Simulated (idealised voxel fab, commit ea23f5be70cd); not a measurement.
The name of this process module is voxel released beams.
Section shown: cut. Width: 145 nm. Cell size: 5 nm, square.
How to read a cross-section here: the picture is a grid of square cells, written as bands going from the top down, and any band can span one or more rows of cells.
This entry defines a band. It first specifies the height of the band's top and the height of its bottom in nm, and then specifies the band's materials from left to right, stating each material with its width in nm. The word "all across" identifies a single material that fills the band from edge to edge, while the word "air" identifies empty space.
Zero point of the height axis is 0; under it, received wafer = one material. Lowest band: continues down indefinitely, "top 0, no bottom".
A width such as "30..40" changes by the same amount from each row of cells to the next, from the band's top row to its bottom row.
Given "everything unchanged" for a step, no cell of the cross-section differs between before and after that step.
Voids, enclosed: empty space of 8 cells or more with no open way to the top, each as width x height at its distance from the left edge, in nm
Formally, on a step line, whatever follows the settings is a remark that the simulator itself makes on the step.
On any step carrying a mask, the "overlay nm" setting, if present on the step's line, tells how far right of its planned place the mask lay; negative values point to the left.
The planned process steps are enumerated hereunder:
1) RECEIVE (material Si)
2) CONFORMAL_DEP (material Al2O3; thk nm 5)
3) DIRECTIONAL_DEP (material SiO2; thk nm 20)
4) DIRECTIONAL_DEP (material aC; thk nm 10)
5) PATTERN (tone open; mask id ANCHOR; material resist; width nm 25; thk nm 30; overlay nm -15)
6) DIRECTIONAL_ETCH (etch materials aC; depth nm 10)
7) STRIP (etch materials resist)
8) DIRECTIONAL_ETCH (etch materials SiO2; depth nm 20)
9) STRIP (etch materials aC)
10) CONFORMAL_DEP (material polySi; thk nm 10)
11) DIRECTIONAL_DEP (material aC; thk nm 15)
12) PATTERN (tone cover; mask id BEAM; material resist; width nm 80; thk nm 30; overlay nm 0)
13) DIRECTIONAL_ETCH (etch materials aC; depth nm 15)
14) STRIP (etch materials resist)
15) DIRECTIONAL_ETCH (etch materials polySi; depth nm 10)
16) STRIP (etch materials aC)
17) STRIP (etch materials SiO2)
Where the wafers of this document differ is in the overlay nm of step 5; they start out the same, and the plan states the value that applied to the first wafer.
Incoming state of the first of several wafers in cross-section: after step 1:
- top 0, no bottom  Si all across
- Voids, enclosed: none
Take a look at the first of several wafers in cross-section: the module is done, and step 17 was its last step:
- top 35, bottom 25  35 nm air; 75 nm polySi; 35 nm air
- top 25, bottom 15  20 nm air; 10 nm polySi; 5 nm air; 10 nm polySi; 100 nm air
- top 15, bottom 5  20 nm air; 25 nm polySi; 100 nm air
- top 5, bottom 0  Al2O3 all across
- top 0, no bottom  Si all across
- Voids, enclosed: none
Cross-section, last wafer, module completion:
- top 35, bottom 25  30 nm air; 30 nm polySi; 5 nm air; 45 nm polySi; 35 nm air
- top 25, bottom 15  50 nm air; 10 nm polySi; 5 nm air; 10 nm polySi; 70 nm air
- top 15, bottom 5  50 nm air; 25 nm polySi; 70 nm air
- top 5, bottom 0  Al2O3 all across
- top 0, no bottom  Si all across
- Voids, enclosed: none
For your reference, the table is organized with a row per wafer; each row reflects the wafer at the end of the module, indicating for each material the cells gained (+) or lost (-) since receipt, and thereafter its closed voids:
overlay nm -15, +29 Al2O3, +48 polySi, Voids, enclosed: none
overlay nm -10, +29 Al2O3, +48 polySi, Voids, enclosed: none
overlay nm -5, +29 Al2O3, +48 polySi, Voids, enclosed: none
overlay nm 0, +29 Al2O3, +48 polySi, Voids, enclosed: none
overlay nm 5, +29 Al2O3, +48 polySi, Voids, enclosed: none
overlay nm 10, +29 Al2O3, +48 polySi, Voids, enclosed: none
overlay nm 15, +29 Al2O3, +48 polySi, Voids, enclosed: none
